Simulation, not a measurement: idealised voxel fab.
Name of the process module below: voxel wiring stack
The figure presents cross-section cut, which has a width of 250 nm and is divided into square cells with an edge length of 5 nm.
Think of the cross-section as a grid of square cells. We describe it in bands, top to bottom, and each band covers one or more rows of those cells. Look at the band entry: it leads with the top's height and the bottom's height in nm. Then it lists the materials left to right, with a width in nm for each. The word "full width" on a single material says that material fills the band edge to edge. The word "empty" is empty space. Ref level 0: as-received wafer is one material below here. Bottom band extends down with no lower bound ("0 -> down"). A width given as "30->40" starts at the first number in the band's top row and ends at the second number in its bottom row, shifting by an equal amount at every step from row to row. Key: "remains unaltered" - step with no changed cell in the cross-section. Each empty space that has no open way to the top and spans at least 8 cells appears under "Completely sealed voids" as width x height at distance, the distance counted from the left edge, all in nm. If you see something after the settings on a step's line, that's the simulator's own remark about that step. overlay nm, on a step with a mask: how far to the right of its planned place the mask lay; to the left if negative.
## Planned process steps
1: RECEIVE [material Si]
2: CONFORMAL_DEP [material SiO2] [thk nm 10]
3: DIRECTIONAL_DEP [material TiN] [thk nm 5]
4: DIRECTIONAL_DEP [material Ru] [thk nm 20]
5: DIRECTIONAL_DEP [material aC] [thk nm 15]
6: PATTERN [tone cover] [mask id METAL_1] [material resist] [width nm 30] [pitch nm 55] [thk nm 30] [overlay nm 0]
7: DIRECTIONAL_ETCH [etch materials aC] [depth nm 15]
8: STRIP [etch materials resist]
9: DIRECTIONAL_ETCH [etch materials Ru] [depth nm 20]
10: DIRECTIONAL_ETCH [etch materials TiN] [depth nm 5]
11: STRIP [etch materials aC]
12: FILL_DEP [material SiO2] [thk nm 5]
13: CMP [height nm 35]
14: CONFORMAL_DEP [material SiCN] [thk nm 5]
15: DIRECTIONAL_DEP [material SiO2] [thk nm 10]
16: PATTERN [tone open] [mask id PLUG_1] [material resist] [width nm 15] [pitch nm 55] [thk nm 15] [overlay nm 0]
17: DIRECTIONAL_ETCH [etch materials SiO2] [depth nm 10]
18: DIRECTIONAL_ETCH [etch materials SiCN] [depth nm 5]
19: STRIP [etch materials resist]
20: CONFORMAL_DEP [material TiN] [thk nm 5]
21: FILL_DEP [material W] [thk nm 10]
22: CMP [height nm 50]
23: DIRECTIONAL_DEP [material TiN] [thk nm 5]
24: DIRECTIONAL_DEP [material W] [thk nm 20]
25: PATTERN [tone cover] [mask id METAL_2] [material resist] [width nm 30] [pitch nm 55] [thk nm 15] [overlay nm 0]
26: DIRECTIONAL_ETCH [etch materials W] [depth nm 20]
27: DIRECTIONAL_ETCH [etch materials TiN] [depth nm 5]
28: STRIP [etch materials resist]
29: CONFORMAL_DEP [material SiCN] [thk nm 5]
30: FILL_DEP [material SiO2] [thk nm 10]
31: CMP [height nm 75]
32: CONFORMAL_DEP [material SiCN] [thk nm 5]
33: DIRECTIONAL_DEP [material SiO2] [thk nm 30]
34: DIRECTIONAL_DEP [material aC] [thk nm 10]
35: PATTERN [tone open] [mask id METAL_3] [material resist] [width nm 30] [pitch nm 55] [thk nm 25] [overlay nm 0]
36: DIRECTIONAL_ETCH [etch materials aC] [depth nm 10]
37: STRIP [etch materials resist]
38: DIRECTIONAL_ETCH [etch materials SiO2] [depth nm 15]
39: STRIP [etch materials aC]
40: PATTERN [tone open] [mask id METAL_3_HOLES] [material resist] [width nm 15] [pitch nm 55] [thk nm 15] [overlay nm 0]
41: DIRECTIONAL_ETCH [etch materials SiO2] [depth nm 15]
42: DIRECTIONAL_ETCH [etch materials SiCN] [depth nm 5]
43: STRIP [etch materials resist]
44: CONFORMAL_DEP [material TiN] [thk nm 5]
45: FILL_DEP [material Cu] [thk nm 10]
46: CMP [height nm 110]
47: CONFORMAL_DEP [material SiCN] [thk nm 5]
## Received-state cross-section, reflecting completion of step 1
* 0 -> down | Si full width
* Completely sealed voids: none
## The following cross-section depicts the wafer upon conclusion of the module. Processing commenced from the starting condition illustrated above and adhered to the plan illustrated above, save for one mistake in execution
* 115 -> 110 | SiCN full width
* 110 -> 85 | 55 SiO2, then 5 TiN, then 20 Cu, then 5 TiN, then 25 SiO2, then 5 TiN, then 20 Cu, then 5 TiN, then 25 SiO2, then 5 TiN, then 20 Cu, then 5 TiN, then 55 SiO2
* 85 -> 80 | 55 SiO2, then 5 TiN, then 5 Cu, then 20 TiN, then 25 SiO2, then 5 TiN, then 5 Cu, then 20 TiN, then 25 SiO2, then 5 TiN, then 5 Cu, then 20 TiN, then 55 SiO2
* 80 -> 75 | 55 SiCN, then 15 TiN, then 40 SiCN, then 15 TiN, then 40 SiCN, then 15 TiN, then 70 SiCN
* 75 -> 55 | 50 SiO2, then 5 SiCN, then 30 W, then 5 SiCN, then 15 SiO2, then 5 SiCN, then 30 W, then 5 SiCN, then 15 SiO2, then 5 SiCN, then 30 W, then 5 SiCN, then 50 SiO2
* 55 -> 50 | 55 SiCN, then 30 TiN, then 25 SiCN, then 30 TiN, then 25 SiCN, then 30 TiN, then 55 SiCN
* 50 -> 40 | 55 SiO2, then 5 TiN, then 5 W, then 5 TiN, then 40 SiO2, then 5 TiN, then 5 W, then 5 TiN, then 40 SiO2, then 5 TiN, then 5 W, then 5 TiN, then 70 SiO2
* 40 -> 35 | 55 SiCN, then 15 TiN, then 40 SiCN, then 15 TiN, then 40 SiCN, then 15 TiN, then 70 SiCN
* 35 -> 15 | 55 SiO2, then 30 Ru, then 25 SiO2, then 30 Ru, then 25 SiO2, then 30 Ru, then 55 SiO2
* 15 -> 10 | 55 SiO2, then 30 TiN, then 25 SiO2, then 30 TiN, then 25 SiO2, then 30 TiN, then 55 SiO2
* 10 -> 0 | SiO2 full width
* 0 -> down | Si full width
* Completely sealed voids: none
It is concluded that the wafer was processed incorrectly with respect to the plan, in that the plan's step 38 ran twice
